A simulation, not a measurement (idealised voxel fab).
process module | voxel air gaps
cross-section cut | 215 nm wide | cells 5 nm
A cross-section is a grid of square cells, given in bands from the top down. A band is one or more rows of cells.
Each band's line starts with the height of the band's top and of its bottom, in nm. Then come its materials from left to right, each with its width in nm. One material with "throughout" fills the band from edge to edge. "air" is empty space.
Height 0 is the level under which the wafer as received is all one material. The lowest band goes on downwards, as in "0 down".
A width such as "30 to 40" changes by the same amount from each row of cells to the next, from the band's top row to its bottom row.
"no change" after a step means that no cell of the cross-section changed.
closed voids: empty space of 8 cells or more with no open way to the top, each as width x height at its distance from the left edge, in nm
after a step's settings: what the simulator itself notes on the step
overlay nm, on a step with a mask: how far to the right of its planned place the mask lay; to the left if negative
plan
1 op RECEIVE | material Si
2 op CONFORMAL_DEP | material SiO2 | thk nm 15
3 op CONFORMAL_DEP | material SiN | thk nm 5
4 op DIRECTIONAL_DEP | material SiO2 | thk nm 40
5 op MASKED_ETCH | tone open | mask id LINES | width nm 25 | pitch nm 55 | etch materials SiO2 | depth nm 40 | overlay nm 0
6 op CONFORMAL_DEP | material TiN | thk nm 5
7 op FILL_DEP | material Cu | thk nm 5
8 op CMP | height nm 60
9 op EPI | material Ru | thk nm 10
10 op SELECTIVE_ETCH | etch materials SiO2 | depth nm 50
11 op CONFORMAL_DEP | material SiCN | thk nm 5
as received, after step 1
  0 down: Si throughout
  closed voids: none
a wafer at the end: this start, this plan, one mistake
  75 to 70: air 25 | SiCN 165 | air 25
  70 to 60: air 25 | SiCN 5 | Ru 45 | SiCN 10 | Ru 45 | SiCN 10 | Ru 45 | SiCN 5 | air 25
  60 to 25: air 25 | SiCN 5 | Ru 10 | TiN 5 | Cu 15 | TiN 5 | Ru 10 | SiCN 10 | Ru 10 | TiN 5 | Cu 15 | TiN 5 | Ru 10 | SiCN 10 | Ru 10 | TiN 5 | Cu 15 | TiN 5 | Ru 10 | SiCN 5 | air 25
  25 to 20: SiCN 30 | Ru 10 | TiN 25 | Ru 10 | SiCN 10 | Ru 10 | TiN 25 | Ru 10 | SiCN 10 | Ru 10 | TiN 25 | Ru 10 | SiCN 30
  20 to 15: SiN throughout
  15 to 0: SiO2 throughout
  0 down: Si throughout
  closed voids: none
what went wrong: steps 9 and 10 were swapped
